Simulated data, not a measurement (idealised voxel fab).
process module | voxel air gaps
cross-section cut | 235 nm wide | cells 5 nm
A cross-section is a grid of square cells, given in bands from the top down. A band is one or more rows of cells.
Each band's line starts with the height of the band's top and of its bottom, in nm. Then come its materials from left to right, each with its width in nm. One material with "throughout" fills the band from edge to edge. "air" is empty space.
Height 0 is the level under which the wafer as received is all one material. The lowest band goes on downwards, as in "0 down".
A width such as "30 to 40" changes by the same amount from each row of cells to the next, from the band's top row to its bottom row.
"no change" after a step means that no cell of the cross-section changed.
closed voids: empty space of 8 cells or more with no open way to the top, each as width x height at its distance from the left edge, in nm
after a step's settings: what the simulator itself notes on the step
overlay nm, on a step with a mask: how far to the right of its planned place the mask lay; to the left if negative
plan
1 op RECEIVE | material Si
2 op CONFORMAL_DEP | material SiO2 | thk nm 15
3 op CONFORMAL_DEP | material SiCN | thk nm 5
4 op DIRECTIONAL_DEP | material SiO2 | thk nm 35
5 op DIRECTIONAL_DEP | material aC | thk nm 10
6 op PATTERN | tone open | mask id LINES | material resist | width nm 25 | pitch nm 50 | thk nm 25 | overlay nm 0
7 op DIRECTIONAL_ETCH | etch materials aC | depth nm 10
8 op STRIP | etch materials resist
9 op DIRECTIONAL_ETCH | etch materials SiO2 | depth nm 35
10 op STRIP | etch materials aC
11 op CONFORMAL_DEP | material TiN | thk nm 5
12 op FILL_DEP | material Cu | thk nm 10
13 op CMP | height nm 55
14 op EPI | material Ru | thk nm 10
15 op SELECTIVE_ETCH | etch materials SiO2 | depth nm 45
16 op CONFORMAL_DEP | material SiCN | thk nm 5
as received, after step 1
  0 down: Si throughout
  closed voids: none
a wafer at the end: this start, this plan, one mistake
  80 to 75: air 30 | SiCN 175 | air 30
  75 to 55: air 30 | SiCN 5 | Ru 165 | SiCN 5 | air 30
  55 to 50: air 30 | SiCN 25 | TiN 5 | Cu 15 | TiN 5 | SiO2 25 | TiN 5 | Cu 15 | TiN 5 | SiO2 25 | TiN 5 | Cu 15 | TiN 5 | SiCN 25 | air 30
  50 to 25: air 50 | SiCN 5 | TiN 5 | Cu 15 | TiN 5 | SiO2 25 | TiN 5 | Cu 15 | TiN 5 | SiO2 25 | TiN 5 | Cu 15 | TiN 5 | SiCN 5 | air 50
  25 to 20: SiCN 55 | TiN 25 | SiO2 25 | TiN 25 | SiO2 25 | TiN 25 | SiCN 55
  20 to 15: SiCN throughout
  15 to 0: SiO2 throughout
  0 down: Si throughout
  closed voids: none
what went wrong: step 14 was run twice
